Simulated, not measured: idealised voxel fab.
This section sets out a process module, namely voxel transistor to metal.
In the cross-section labelled cut, the width is 290 nm and each square cell is 5 nm.
For the purposes of this document, a cross-section shall be understood as a grid of square cells, specified as bands listed in top-to-bottom order, each band consisting of one or more rows of cells. In this notation a band is specified by the heights of its top and bottom, in that order and in nm, after which its materials appear from left to right, each paired with its width in nm. The word "throughout" attached to a single material means that material fills the band from edge to edge; the word "air" stands for empty space. Height datum 0, below which the as-received substrate wafer is one material. Lowest band open at the bottom, running downward: "0 and below". Note: "30 to 40" means the width goes from the first number (top row of the band) to the second number (bottom row) in equal steps per row of cells. What does "no modification" mean for a step? It means no cell of the cross-section changed in that step. "Unvented internal voids" means: voids of 8 cells or more that are shut off from the top with no open way through. Written width x height at distance, distance from the left edge, in nm. The remark found on a step's line after its settings is issued by the simulator itself and pertains to that step. overlay nm: where the mask lay relative to plan, measured to the right, on steps with a mask; negatives go left.

These are the steps we planned for the process
1: RECEIVE, material Si
2: CONFORMAL_DEP, material SiO2, thk nm 5
3: CONFORMAL_DEP, material SiN, thk nm 10
4: PATTERN, tone cover, mask id ACTIVE, material resist, width nm 105, pitch nm 130, thk nm 15, overlay nm 0
5: DIRECTIONAL_ETCH, etch materials SiN, depth nm 10
6: DIRECTIONAL_ETCH, etch materials SiO2, depth nm 5
7: DIRECTIONAL_ETCH, etch materials Si, depth nm 20
8: STRIP, etch materials resist
9: FILL_DEP, material SiO2, thk nm 10
10: CMP, height nm 15
11: SELECTIVE_ETCH, etch materials SiO2, depth nm 10
12: STRIP, etch materials SiN
13: SELECTIVE_ETCH, etch materials SiO2, depth nm 5
14: OXIDIZE, depth nm 5
15: DIRECTIONAL_DEP, material polySi, thk nm 20
16: DIRECTIONAL_DEP, material SiCN, thk nm 15
17: DIRECTIONAL_DEP, material aC, thk nm 10
18: PATTERN, tone cover, mask id GATE, material resist, width nm 25, pitch nm 130, thk nm 30, overlay nm 0
19: DIRECTIONAL_ETCH, etch materials aC, depth nm 10
20: STRIP, etch materials resist
21: DIRECTIONAL_ETCH, etch materials SiCN, depth nm 25
22: DIRECTIONAL_ETCH, etch materials polySi, depth nm 30
23: STRIP, etch materials aC
24: CONFORMAL_DEP, material SiO2, thk nm 5
25: DIRECTIONAL_ETCH, etch materials SiO2, depth nm 5
26: CONFORMAL_DEP, material SiN, thk nm 5
27: DIRECTIONAL_ETCH, etch materials SiN, depth nm 5
28: DIRECTIONAL_ETCH, etch materials SiO2, depth nm 5
29: EPI, material SiGe, thk nm 5
30: FILL_DEP, material SiO2, thk nm 10
31: CMP, height nm 20
32: STRIP, etch materials polySi
33: SELECTIVE_ETCH, etch materials SiO2, depth nm 5
34: CONFORMAL_DEP, material HfO2, thk nm 5
35: CONFORMAL_DEP, material TiN, thk nm 5
36: FILL_DEP, material W, thk nm 10
37: CMP, height nm 15
38: DIRECTIONAL_DEP, material SiO2, thk nm 10
39: DIRECTIONAL_DEP, material aC, thk nm 15
40: PATTERN, tone open, mask id CONTACT, material resist, width nm 15, thk nm 30, overlay nm 0
41: DIRECTIONAL_ETCH, etch materials aC, depth nm 15
42: STRIP, etch materials resist
43: DIRECTIONAL_ETCH, etch materials SiO2, depth nm 25
44: STRIP, etch materials aC
45: CONFORMAL_DEP, material TiN, thk nm 5
46: FILL_DEP, material Ru, thk nm 10
47: CMP, height nm 25
48: CONFORMAL_DEP, material SiN, thk nm 5
49: DIRECTIONAL_DEP, material SiO2, thk nm 20
50: MASKED_ETCH, tone open, mask id METAL_1, width nm 15, etch materials SiO2, depth nm 20, overlay nm 0
51: MASKED_ETCH, tone open, mask id METAL_1, width nm 15, etch materials SiN, depth nm 5, overlay nm 0
52: CONFORMAL_DEP, material TiN, thk nm 5
53: FILL_DEP, material Cu, thk nm 10
54: CMP, height nm 50
55: CONFORMAL_DEP, material SiCN, thk nm 5
56: DIRECTIONAL_DEP, material lowk, thk nm 25
57: MASKED_ETCH, tone open, mask id METAL_2, width nm 15, pitch nm 130, etch materials lowk, depth nm 15, overlay nm 0
58: MASKED_ETCH, tone open, mask id METAL_2_HOLES, width nm 15, pitch nm 130, etch materials lowk, depth nm 10, overlay nm 0
59: MASKED_ETCH, tone open, mask id METAL_2_HOLES, width nm 15, pitch nm 130, etch materials SiCN, depth nm 5, overlay nm -15
60: CONFORMAL_DEP, material TiN, thk nm 5
61: FILL_DEP, material Cu, thk nm 10
62: CMP, height nm 80
63: CONFORMAL_DEP, material SiCN, thk nm 5
Where the wafers of this document differ is in the overlay nm of step 59; they start out the same, and the plan states the value that applied to the first wafer.

Incoming state of the first of several wafers in cross-section: after step 1
  0 and below = Si throughout
  Unvented internal voids: none

Cross-section, first of several wafers, end of module, after last step 63
  85 down to 80 = SiCN throughout
  80 down to 60 = lowk 35 nm; TiN 5 nm; Cu 5 nm; TiN 5 nm; lowk 115 nm; TiN 5 nm; Cu 5 nm; TiN 5 nm; lowk 110 nm
  60 down to 55 = lowk 35 nm; TiN 15 nm; lowk 115 nm; TiN 15 nm; lowk 110 nm
  55 down to 50 = SiCN throughout
  50 down to 30 = SiO2 35 nm; TiN 5 nm; Cu 5 nm; TiN 5 nm; SiO2 55 nm; TiN 5 nm; Cu 5 nm; TiN 5 nm; SiO2 45 nm; TiN 5 nm; Cu 5 nm; TiN 5 nm; SiO2 55 nm; TiN 5 nm; Cu 5 nm; TiN 5 nm; SiO2 40 nm
  30 down to 25 = SiN 35 nm; TiN 15 nm; SiN 55 nm; TiN 15 nm; SiN 45 nm; TiN 15 nm; SiN 55 nm; TiN 15 nm; SiN 40 nm
  25 down to 15 = SiO2 35 nm; TiN 5 nm; Ru 5 nm; TiN 5 nm; SiO2 55 nm; TiN 5 nm; Ru 5 nm; TiN 5 nm; SiO2 45 nm; TiN 5 nm; Ru 5 nm; TiN 5 nm; SiO2 55 nm; TiN 5 nm; Ru 5 nm; TiN 5 nm; SiO2 40 nm
  15 down to 5 = SiO2 35 nm; TiN 5 nm; Ru 5 nm; TiN 5 nm; SiO2 5 nm; SiN 5 nm; HfO2 5 nm; TiN 5 nm; W 15 nm; TiN 5 nm; HfO2 5 nm; SiN 5 nm; SiO2 5 nm; TiN 5 nm; Ru 5 nm; TiN 5 nm; SiO2 45 nm; TiN 5 nm; Ru 5 nm; TiN 5 nm; SiO2 5 nm; SiN 5 nm; HfO2 5 nm; TiN 5 nm; W 15 nm; TiN 5 nm; HfO2 5 nm; SiN 5 nm; SiO2 5 nm; TiN 5 nm; Ru 5 nm; TiN 5 nm; SiO2 40 nm
  5 down to 0 = SiO2 35 nm; TiN 15 nm; SiO2 5 nm; SiN 5 nm; HfO2 5 nm; TiN 25 nm; HfO2 5 nm; SiN 5 nm; SiO2 5 nm; TiN 15 nm; SiO2 45 nm; TiN 15 nm; SiO2 5 nm; SiN 5 nm; HfO2 5 nm; TiN 25 nm; HfO2 5 nm; SiN 5 nm; SiO2 5 nm; TiN 15 nm; SiO2 40 nm
  0 down to -5 = SiO2 20 nm; SiGe 35 nm; SiO2 5 nm; HfO2 35 nm; SiO2 5 nm; SiGe 35 nm; SiO2 15 nm; SiGe 35 nm; SiO2 5 nm; HfO2 35 nm; SiO2 5 nm; SiGe 35 nm; SiO2 25 nm
  -5 down to -20 = SiO2 25 nm; Si 105 nm; SiO2 25 nm; Si 105 nm; SiO2 30 nm
  -20 and below = Si throughout
  Unvented internal voids: none

Cross-section, module end, final of several wafers
  85 down to 80 = SiCN throughout
  80 down to 60 = lowk 35 nm; TiN 5 nm; Cu 5 nm; TiN 5 nm; lowk 115 nm; TiN 5 nm; Cu 5 nm; TiN 5 nm; lowk 110 nm
  60 down to 55 = lowk 35 nm; TiN 15 nm; lowk 115 nm; TiN 15 nm; lowk 110 nm
  55 down to 50 = SiCN throughout
  50 down to 30 = SiO2 35 nm; TiN 5 nm; Cu 5 nm; TiN 5 nm; SiO2 55 nm; TiN 5 nm; Cu 5 nm; TiN 5 nm; SiO2 45 nm; TiN 5 nm; Cu 5 nm; TiN 5 nm; SiO2 55 nm; TiN 5 nm; Cu 5 nm; TiN 5 nm; SiO2 40 nm
  30 down to 25 = SiN 35 nm; TiN 15 nm; SiN 55 nm; TiN 15 nm; SiN 45 nm; TiN 15 nm; SiN 55 nm; TiN 15 nm; SiN 40 nm
  25 down to 15 = SiO2 35 nm; TiN 5 nm; Ru 5 nm; TiN 5 nm; SiO2 55 nm; TiN 5 nm; Ru 5 nm; TiN 5 nm; SiO2 45 nm; TiN 5 nm; Ru 5 nm; TiN 5 nm; SiO2 55 nm; TiN 5 nm; Ru 5 nm; TiN 5 nm; SiO2 40 nm
  15 down to 5 = SiO2 35 nm; TiN 5 nm; Ru 5 nm; TiN 5 nm; SiO2 5 nm; SiN 5 nm; HfO2 5 nm; TiN 5 nm; W 15 nm; TiN 5 nm; HfO2 5 nm; SiN 5 nm; SiO2 5 nm; TiN 5 nm; Ru 5 nm; TiN 5 nm; SiO2 45 nm; TiN 5 nm; Ru 5 nm; TiN 5 nm; SiO2 5 nm; SiN 5 nm; HfO2 5 nm; TiN 5 nm; W 15 nm; TiN 5 nm; HfO2 5 nm; SiN 5 nm; SiO2 5 nm; TiN 5 nm; Ru 5 nm; TiN 5 nm; SiO2 40 nm
  5 down to 0 = SiO2 35 nm; TiN 15 nm; SiO2 5 nm; SiN 5 nm; HfO2 5 nm; TiN 25 nm; HfO2 5 nm; SiN 5 nm; SiO2 5 nm; TiN 15 nm; SiO2 45 nm; TiN 15 nm; SiO2 5 nm; SiN 5 nm; HfO2 5 nm; TiN 25 nm; HfO2 5 nm; SiN 5 nm; SiO2 5 nm; TiN 15 nm; SiO2 40 nm
  0 down to -5 = SiO2 20 nm; SiGe 35 nm; SiO2 5 nm; HfO2 35 nm; SiO2 5 nm; SiGe 35 nm; SiO2 15 nm; SiGe 35 nm; SiO2 5 nm; HfO2 35 nm; SiO2 5 nm; SiGe 35 nm; SiO2 25 nm
  -5 down to -20 = SiO2 25 nm; Si 105 nm; SiO2 25 nm; Si 105 nm; SiO2 30 nm
  -20 and below = Si throughout
  Unvented internal voids: none

Tabulated below, wafer by wafer, are the end-of-module results: for each material, the number of cells gained (+) or lost (-) relative to the as-received state, followed by the closed voids
overlay nm -15; +24 Cu; +26 HfO2; +16 Ru; -106 Si; +116 SiCN; +28 SiGe; +58 SiN; +424 SiO2; +128 TiN; +12 W; +260 lowk; Unvented internal voids: none
overlay nm -10; +24 Cu; +26 HfO2; +16 Ru; -106 Si; +114 SiCN; +28 SiGe; +58 SiN; +424 SiO2; +130 TiN; +12 W; +260 lowk; Unvented internal voids: none
overlay nm -5; +24 Cu; +26 HfO2; +16 Ru; -106 Si; +112 SiCN; +28 SiGe; +58 SiN; +424 SiO2; +132 TiN; +12 W; +260 lowk; Unvented internal voids: none
overlay nm 0; +26 Cu; +26 HfO2; +16 Ru; -106 Si; +110 SiCN; +28 SiGe; +58 SiN; +424 SiO2; +132 TiN; +12 W; +260 lowk; Unvented internal voids: none
overlay nm 5; +24 Cu; +26 HfO2; +16 Ru; -106 Si; +112 SiCN; +28 SiGe; +58 SiN; +424 SiO2; +132 TiN; +12 W; +260 lowk; Unvented internal voids: none
overlay nm 10; +24 Cu; +26 HfO2; +16 Ru; -106 Si; +114 SiCN; +28 SiGe; +58 SiN; +424 SiO2; +130 TiN; +12 W; +260 lowk; Unvented internal voids: none
overlay nm 15; +24 Cu; +26 HfO2; +16 Ru; -106 Si; +116 SiCN; +28 SiGe; +58 SiN; +424 SiO2; +128 TiN; +12 W; +260 lowk; Unvented internal voids: none
